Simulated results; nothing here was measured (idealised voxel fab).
The process module presented herein is designated voxel wiring stack.
Square cells of 5 nm make up the cross-section cut, whose width is 160 nm.
This document writes a cross-section as a grid whose cells are square, and gives it as bands, listed from the top down; one or more rows of cells form a band. This entry defines a band. It first specifies the height of the band's top and the height of its bottom in nm, and then specifies the band's materials from left to right, stating each material with its width in nm. The word "edge to edge" identifies a single material that fills the band from edge to edge, while the word "blank" identifies empty space. Heights are measured from 0, the level below which the as-received wafer is all one material; the lowest band has no bottom and continues downward, written as in "z 0 and below". Per-row width for "30..40": begins at first number (top row of band), ends at second number (bottom row), increment between rows held constant. "no modifications" for a step: no cell of the cross-section changed in that step. "Enclosed internal cavities" enumerates empty spaces isolated from the top, with no open way to it, that contain at least 8 cells, giving each as width x height at distance from the left edge, all three in nm. What comes after the settings on a step's line is commentary from the simulator itself on that step. "overlay nm", when on a step's line for a step with a mask, measures how far to the right of its planned place the mask lay; a negative measure means to the left.
**List of planned process steps**
- 1: RECEIVE: material Si
- 2: CONFORMAL_DEP: material SiO2, thk nm 10
- 3: DIRECTIONAL_DEP: material TiN, thk nm 5
- 4: DIRECTIONAL_DEP: material W, thk nm 15
- 5: PATTERN: tone cover, mask id METAL_1, material resist, width nm 20, pitch nm 35, thk nm 15, overlay nm 0
- 6: DIRECTIONAL_ETCH: etch materials W, depth nm 15
- 7: DIRECTIONAL_ETCH: etch materials TiN, depth nm 5
- 8: STRIP: etch materials resist
- 9: CONFORMAL_DEP: material SiCN, thk nm 5
- 10: FILL_DEP: material lowk, thk nm 5
- 11: CMP: height nm 30
- 12: CONFORMAL_DEP: material SiCN, thk nm 5
- 13: DIRECTIONAL_DEP: material lowk, thk nm 35
- 14: DIRECTIONAL_DEP: material aC, thk nm 10
- 15: PATTERN: tone open, mask id METAL_2, material resist, width nm 20, pitch nm 35, thk nm 30, overlay nm 0
- 16: DIRECTIONAL_ETCH: etch materials aC, depth nm 5
- 17: STRIP: etch materials resist
- 18: DIRECTIONAL_ETCH: etch materials lowk, depth nm 20
- 19: STRIP: etch materials aC
- 20: DIRECTIONAL_DEP: material aC, thk nm 10
- 21: PATTERN: tone open, mask id METAL_2_HOLES, material resist, width nm 15, thk nm 30, overlay nm 0
- 22: DIRECTIONAL_ETCH: etch materials aC, depth nm 10
- 23: STRIP: etch materials resist
- 24: DIRECTIONAL_ETCH: etch materials lowk, depth nm 15
- 25: DIRECTIONAL_ETCH: etch materials SiCN, depth nm 5
- 26: STRIP: etch materials aC
- 27: CONFORMAL_DEP: material TiN, thk nm 5
- 28: FILL_DEP: material Cu, thk nm 10
- 29: CMP: height nm 70
- 30: CONFORMAL_DEP: material SiCN, thk nm 5
- 31: DIRECTIONAL_DEP: material SiO2, thk nm 25
- 32: DIRECTIONAL_DEP: material aC, thk nm 10
- 33: PATTERN: tone open, mask id METAL_3_HOLES, material resist, width nm 15, pitch nm 35, thk nm 30, overlay nm 0
- 34: DIRECTIONAL_ETCH: etch materials aC, depth nm 10
- 35: STRIP: etch materials resist
- 36: DIRECTIONAL_ETCH: etch materials SiO2, depth nm 25
- 37: STRIP: etch materials aC
- 38: PATTERN: tone open, mask id METAL_3, material resist, width nm 20, pitch nm 35, thk nm 15, overlay nm 0
- 39: DIRECTIONAL_ETCH: etch materials SiO2, depth nm 15
- 40: DIRECTIONAL_ETCH: etch materials SiCN, depth nm 5
- 41: STRIP: etch materials resist
- 42: CONFORMAL_DEP: material TiN, thk nm 5
- 43: FILL_DEP: material Ru, thk nm 5
- 44: CMP: height nm 100
- 45: CONFORMAL_DEP: material SiCN, thk nm 5
What sets these wafers apart? The depth nm at step 16. They all start alike, and the plan carries the first wafer's value.
**Cross-section of the first of several wafers on receipt, reflecting completion of step 1**
	z 0 and below | Si edge to edge
	Enclosed internal cavities: none
**Cross-sectional representation of the first of several wafers at the end of the module, i.e. after its terminal step, step 45**
	z 105 to 100 | SiCN edge to edge
	z 100 to 90 | 50 of SiO2; 5 of TiN; 10 of Ru; 5 of TiN; 15 of SiO2; 5 of TiN; 10 of Ru; 5 of TiN; 55 of SiO2
	z 90 to 85 | 50 of SiO2; 5 of TiN; 5 of Ru; 10 of TiN; 15 of SiO2; 5 of TiN; 5 of Ru; 10 of TiN; 55 of SiO2
	z 85 to 75 | 50 of SiO2; 5 of TiN; 5 of Ru; 5 of TiN; 20 of SiO2; 5 of TiN; 5 of Ru; 5 of TiN; 60 of SiO2
	z 75 to 70 | 50 of SiCN; 15 of TiN; 20 of SiCN; 15 of TiN; 60 of SiCN
	z 70 to 60 | 50 of lowk; 5 of TiN; 5 of Cu; 5 of TiN; 95 of lowk
	z 60 to 55 | 50 of lowk; 15 of TiN; 95 of lowk
	z 55 to 35 | lowk edge to edge
	z 35 to 30 | SiCN edge to edge
	z 30 to 15 | 45 of lowk; 5 of SiCN; 20 of W; 5 of SiCN; 5 of lowk; 5 of SiCN; 20 of W; 5 of SiCN; 50 of lowk
	z 15 to 10 | 50 of SiCN; 20 of TiN; 15 of SiCN; 20 of TiN; 55 of SiCN
	z 10 to 0 | SiO2 edge to edge
	z 0 and below | Si edge to edge
	Enclosed internal cavities: none
**At the end of the module, the last of several wafers in cross-section**
	z 105 to 100 | SiCN edge to edge
	z 100 to 90 | 50 of SiO2; 5 of TiN; 10 of Ru; 5 of TiN; 15 of SiO2; 5 of TiN; 10 of Ru; 5 of TiN; 55 of SiO2
	z 90 to 85 | 50 of SiO2; 5 of TiN; 5 of Ru; 10 of TiN; 15 of SiO2; 5 of TiN; 5 of Ru; 10 of TiN; 55 of SiO2
	z 85 to 75 | 50 of SiO2; 5 of TiN; 5 of Ru; 5 of TiN; 20 of SiO2; 5 of TiN; 5 of Ru; 5 of TiN; 60 of SiO2
	z 75 to 70 | 50 of SiCN; 15 of TiN; 20 of SiCN; 15 of TiN; 60 of SiCN
	z 70 to 55 | 50 of lowk; 5 of TiN; 10 of Cu; 5 of TiN; 15 of lowk; 5 of TiN; 10 of Cu; 5 of TiN; 55 of lowk
	z 55 to 50 | 50 of lowk; 5 of TiN; 5 of Cu; 10 of TiN; 15 of lowk; 20 of TiN; 55 of lowk
	z 50 to 35 | 50 of lowk; 5 of TiN; 5 of Cu; 5 of TiN; 95 of lowk
	z 35 to 30 | 50 of SiCN; 15 of TiN; 95 of SiCN
	z 30 to 15 | 45 of lowk; 5 of SiCN; 20 of W; 5 of SiCN; 5 of lowk; 5 of SiCN; 20 of W; 5 of SiCN; 50 of lowk
	z 15 to 10 | 50 of SiCN; 20 of TiN; 15 of SiCN; 20 of TiN; 55 of SiCN
	z 10 to 0 | SiO2 edge to edge
	z 0 and below | Si edge to edge
	Enclosed internal cavities: none
**The following table contains a row per wafer, in which are reported, at the conclusion of the module, the cells of each material gained (+) or lost (-) since the wafer's receipt, with its closed voids given thereafter**
depth nm 5; +2 Cu; +14 Ru; +126 SiCN; +188 SiO2; +43 TiN; +24 W; +275 lowk; Enclosed internal cavities: none
depth nm 10; +16 Cu; +14 Ru; +123 SiCN; +188 SiO2; +64 TiN; +24 W; +243 lowk; Enclosed internal cavities: none
depth nm 15; +16 Cu; +14 Ru; +123 SiCN; +188 SiO2; +64 TiN; +24 W; +243 lowk; Enclosed internal cavities: none
depth nm 20; +16 Cu; +14 Ru; +123 SiCN; +188 SiO2; +64 TiN; +24 W; +243 lowk; Enclosed internal cavities: none
depth nm 25; +16 Cu; +14 Ru; +123 SiCN; +188 SiO2; +64 TiN; +24 W; +243 lowk; Enclosed internal cavities: none
